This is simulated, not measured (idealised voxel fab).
Process module, titled voxel self aligned vias
Xsec cut, 235 nm wide, square cell size 5 nm.
If you're reading a cross-section in this doc, picture square cells in a grid; it comes to you as bands, top ones listed first down to the bottom, and a band can be one or more rows of cells. Each band's line starts with the height of the band's top and of its bottom, in nm. Then come its materials from left to right, each with its width in nm. One material with "edge to edge" fills the band from edge to edge. "blank" is empty space. Heights are expressed relative to 0, this being the level below which the as-received wafer comprises one material exclusively. The lowest band is unbounded in the downward direction and is denoted as in "top 0, no bottom". The notation "30..40" denotes a width that varies across the rows of cells in the band, beginning at the first number in the top row, finishing at the second number in the bottom row, and changing by an identical amount from each row to the next. "no change occurred" (step): cross-section cells unchanged, all of them. Reported under the label "Fully sealed cavities" are the empty spaces having no open way to the top and comprising 8 cells or more; the notation for each is width x height at distance, in which the distance is measured from the left edge and all three values are in nm. On a step's line, text after the settings is the simulator commenting on that step. "overlay nm" answers the question of how far to the right of plan the mask lay on a step that has a mask, and when it is negative the answer is to the left.
-- Process steps - plan
| 1 | RECEIVE, material Si |
| 2 | CONFORMAL_DEP, material SiO2, thk nm 10 |
| 3 | CONFORMAL_DEP, material SiCN, thk nm 5 |
| 4 | DIRECTIONAL_DEP, material lowk, thk nm 30 |
| 5 | PATTERN, tone open, mask id LINES, material resist, width nm 25, pitch nm 65, thk nm 15, overlay nm 0 |
| 6 | DIRECTIONAL_ETCH, etch materials lowk, depth nm 30 |
| 7 | STRIP, etch materials resist |
| 8 | CONFORMAL_DEP, material TiN, thk nm 5 |
| 9 | FILL_DEP, material Ru, thk nm 5 |
| 10 | CMP, height nm 45 |
| 11 | SELECTIVE_ETCH, etch materials W Ru TiN, depth nm 5 |
| 12 | FILL_DEP, material SiN, thk nm 5 |
| 13 | CMP, height nm 45 |
| 14 | DIRECTIONAL_DEP, material lowk, thk nm 20 |
| 15 | MASKED_ETCH, tone open, mask id VIAS, width nm 35, pitch nm 65, etch materials lowk, depth nm 20, overlay nm 0 |
| 16 | MASKED_ETCH, tone open, mask id VIAS, width nm 35, pitch nm 65, etch materials SiN, depth nm 5, overlay nm 0 |
| 17 | CONFORMAL_DEP, material TiN, thk nm 5 |
| 18 | FILL_DEP, material W, thk nm 10 |
| 19 | CMP, height nm 65 |
| 20 | CONFORMAL_DEP, material SiN, thk nm 5 |
-- Cross-section of the wafer upon arrival, representing the state reached after step 1
    top 0, no bottom  Si edge to edge
    Fully sealed cavities: none
-- The following cross-section depicts the wafer upon conclusion of the module. Processing commenced from the starting condition illustrated above and adhered to the plan illustrated above, save for one mistake in execution
    top 70, bottom 65  SiN edge to edge
    top 65, bottom 50  W: 30  TiN: 5  lowk: 35  TiN: 5  W: 20  TiN: 5  lowk: 35  TiN: 5  W: 20  TiN: 5  lowk: 35  TiN: 5  W: 30
    top 50, bottom 45  TiN: 35  lowk: 35  TiN: 30  lowk: 35  TiN: 30  lowk: 35  TiN: 35
    top 45, bottom 40  lowk: 40  SiN: 25  lowk: 40  SiN: 25  lowk: 40  SiN: 25  lowk: 40
    top 40, bottom 20  lowk: 40  TiN: 5  Ru: 15  TiN: 5  lowk: 40  TiN: 5  Ru: 15  TiN: 5  lowk: 40  TiN: 5  Ru: 15  TiN: 5  lowk: 40
    top 20, bottom 15  lowk: 40  TiN: 25  lowk: 40  TiN: 25  lowk: 40  TiN: 25  lowk: 40
    top 15, bottom 10  SiCN edge to edge
    top 10, bottom 0  SiO2 edge to edge
    top 0, no bottom  Si edge to edge
    Fully sealed cavities: none
what went wrong: it should be noted that step 15 was executed with settings other than those planned, the operation and settings actually applied being MASKED_ETCH, tone cover, mask id VIAS, width nm 35, pitch nm 65, etch materials lowk, depth nm 20, overlay nm 0
